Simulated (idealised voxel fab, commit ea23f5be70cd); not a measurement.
Process module under the name voxel capacitor over wiring
Square cell edge 5 nm, section width 260 nm, ID cut.
In this document a cross-section is written as a grid of square cells. It is given as a series of bands, listed from the top down, and a band is one or more rows of cells. Per band: top height and bottom height in nm, followed by the left-to-right materials and their widths in nm; "all across" marks a single material spanning edge to edge, "air" marks empty space. Heights are measured from 0, the level below which the as-received wafer is all one material; the lowest band has no bottom and continues downward, written as in "from 0 down". Think of "30 to 40" as a width that walks from the first number to the second as you go down the band, top row to bottom row, taking equal-sized steps from row to row. For the purposes of this document, the phrase "same as before" attached to a step denotes that no cell within the cross-section was modified by that step. Closed-off voids of 8+ cells (no open route to the top) go in "Closed void list", written width x height at distance from the left edge, in nm. On a step's line, text after the settings is the simulator commenting on that step. Steps that use a mask can have "overlay nm" on their line. It says how far the mask sat to the right of where it was meant to be. Negative means to the left.
[This section lists the process steps that were planned]
1) RECEIVE: material Si
2) CONFORMAL_DEP: material SiO2, thk nm 10
3) DIRECTIONAL_DEP: material TiN, thk nm 5
4) DIRECTIONAL_DEP: material W, thk nm 20
5) DIRECTIONAL_DEP: material aC, thk nm 15
6) PATTERN: tone cover, mask id METAL_1, material resist, width nm 25, pitch nm 90, thk nm 35, overlay nm -15
7) DIRECTIONAL_ETCH: etch materials aC, depth nm 15
8) STRIP: etch materials resist
9) DIRECTIONAL_ETCH: etch materials W, depth nm 20
10) DIRECTIONAL_ETCH: etch materials TiN, depth nm 5
11) STRIP: etch materials aC
12) FILL_DEP: material lowk, thk nm 5
13) CMP: height nm 35
14) CONFORMAL_DEP: material SiCN, thk nm 5
15) DIRECTIONAL_DEP: material lowk, thk nm 10
16) MASKED_ETCH: tone open, mask id PLUG_1, width nm 15, etch materials lowk, depth nm 10, overlay nm 0
17) MASKED_ETCH: tone open, mask id PLUG_1, width nm 15, etch materials SiCN, depth nm 5, overlay nm 0
18) EPI: material Ru, thk nm 10
19) EPI: material Ru, thk nm 5
20) DIRECTIONAL_DEP: material TiN, thk nm 10
21) DIRECTIONAL_DEP: material Al2O3, thk nm 5
22) DIRECTIONAL_DEP: material TiN, thk nm 10
23) PATTERN: tone cover, mask id UPPER_PLATE, material resist, width nm 70, thk nm 20, overlay nm 0
24) DIRECTIONAL_ETCH: etch materials TiN, depth nm 10
25) DIRECTIONAL_ETCH: etch materials Al2O3, depth nm 5
26) STRIP: etch materials resist
27) PATTERN: tone cover, mask id LOWER_PLATE, material resist, width nm 80, thk nm 15, overlay nm 0
28) DIRECTIONAL_ETCH: etch materials TiN, depth nm 10
29) STRIP: etch materials resist
30) FILL_DEP: material SiO2, thk nm 20
31) CMP: height nm 90
32) PATTERN: tone open, mask id PLUG_2, material resist, width nm 15, thk nm 15, overlay nm 0
33) DIRECTIONAL_ETCH: etch materials SiO2, depth nm 15
34) STRIP: etch materials resist
35) CONFORMAL_DEP: material TiN, thk nm 5
36) FILL_DEP: material W, thk nm 5
37) CMP: height nm 90
38) CONFORMAL_DEP: material SiCN, thk nm 5
The plan shows the overlay nm of step 6 as the first wafer had it; this setting differs between the wafers, which start out alike.
[As-received cross-section, first of several wafers, post step 1]
- from 0 down: Si all across
- Closed void list: none
[Below: a row per wafer. Contents at end of module: for every material, cells gained since receipt (+) or lost since receipt (-); then closed voids]
overlay nm -15, +14 Al2O3, +101 SiCN, +446 SiO2, +77 TiN, +42 W, +308 lowk, Closed void list: none
overlay nm -10, +14 Al2O3, +9 Ru, +101 SiCN, +437 SiO2, +77 TiN, +42 W, +308 lowk, Closed void list: none
overlay nm -5, +14 Al2O3, +9 Ru, +101 SiCN, +437 SiO2, +77 TiN, +42 W, +308 lowk, Closed void list: none
overlay nm 0, +14 Al2O3, +9 Ru, +101 SiCN, +437 SiO2, +77 TiN, +42 W, +308 lowk, Closed void list: none
overlay nm 5, +14 Al2O3, +9 Ru, +101 SiCN, +437 SiO2, +77 TiN, +42 W, +308 lowk, Closed void list: none
overlay nm 10, +14 Al2O3, +9 Ru, +101 SiCN, +437 SiO2, +77 TiN, +42 W, +308 lowk, Closed void list: none
overlay nm 15, +14 Al2O3, +9 Ru, +101 SiCN, +437 SiO2, +77 TiN, +42 W, +308 lowk, Closed void list: none
